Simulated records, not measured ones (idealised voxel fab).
process module | voxel released beams
Shown is cross-section cut, with a width of 245 nm and square cells of size 5 nm.
Just so we're on the same page, the cross-sections are grids of square cells, and they're listed out in bands top to bottom, each band one or more rows deep. Look at the band entry: it leads with the top's height and the bottom's height in nm. Then it lists the materials left to right, with a width in nm for each. The word "throughout" on a single material says that material fills the band edge to edge. The word "empty" is empty space. Height is counted from the level 0, under which the received wafer is composed throughout of one material. The lowest of the bands is not closed at the bottom but continues downward, in the notation "0 -> down". With a width like "30..40", each row of cells in the band differs from the next by the same amount, the top row carrying the first number and the bottom row the second. Reading "stayed the same" for a step: not a cell of the cross-section changed in it. The entry "Enclosed void listing" lists the empty spaces that cover at least 8 cells and have no open path to the top. Each is written as width x height at distance, where the distance is measured from the left edge and all three values are in nm. The remark found on a step's line after its settings is issued by the simulator itself and pertains to that step. overlay nm, on a step with a mask: how far to the right of its planned place the mask lay; to the left if negative.
The process steps that were planned are listed below:
1 RECEIVE, material Si
2 CONFORMAL_DEP, material Al2O3, thk nm 10
3 DIRECTIONAL_DEP, material SiO2, thk nm 10
4 DIRECTIONAL_DEP, material aC, thk nm 10
5 PATTERN, tone open, mask id ANCHOR, material resist, width nm 35, thk nm 25, overlay nm 0
6 DIRECTIONAL_ETCH, etch materials aC, depth nm 10
7 STRIP, etch materials resist
8 DIRECTIONAL_ETCH, etch materials SiO2, depth nm 10
9 STRIP, etch materials aC
10 CONFORMAL_DEP, material W, thk nm 15
11 DIRECTIONAL_DEP, material aC, thk nm 15
12 PATTERN, tone cover, mask id BEAM, material resist, width nm 105, thk nm 30, overlay nm 0
13 DIRECTIONAL_ETCH, etch materials aC, depth nm 15
14 STRIP, etch materials resist
15 DIRECTIONAL_ETCH, etch materials W, depth nm 15
16 STRIP, etch materials aC
17 STRIP, etch materials SiO2
Cross-section of the wafer at receipt, which is the condition after step 1:
- 0 -> down | Si throughout
- Enclosed void listing: none
Wafer cross-section at end of module: start and plan as shown above, one execution error:
- 35 -> 20 | empty 65, then W 105, then empty 75
- 20 -> 10 | Al2O3 throughout
- 10 -> 0 | SiO2 throughout
- 0 -> down | Si throughout
- Enclosed void listing: none
The plan and the run diverged here: the intended sequence of steps 2 and 3 was reversed during processing, with each occupying the position of the other
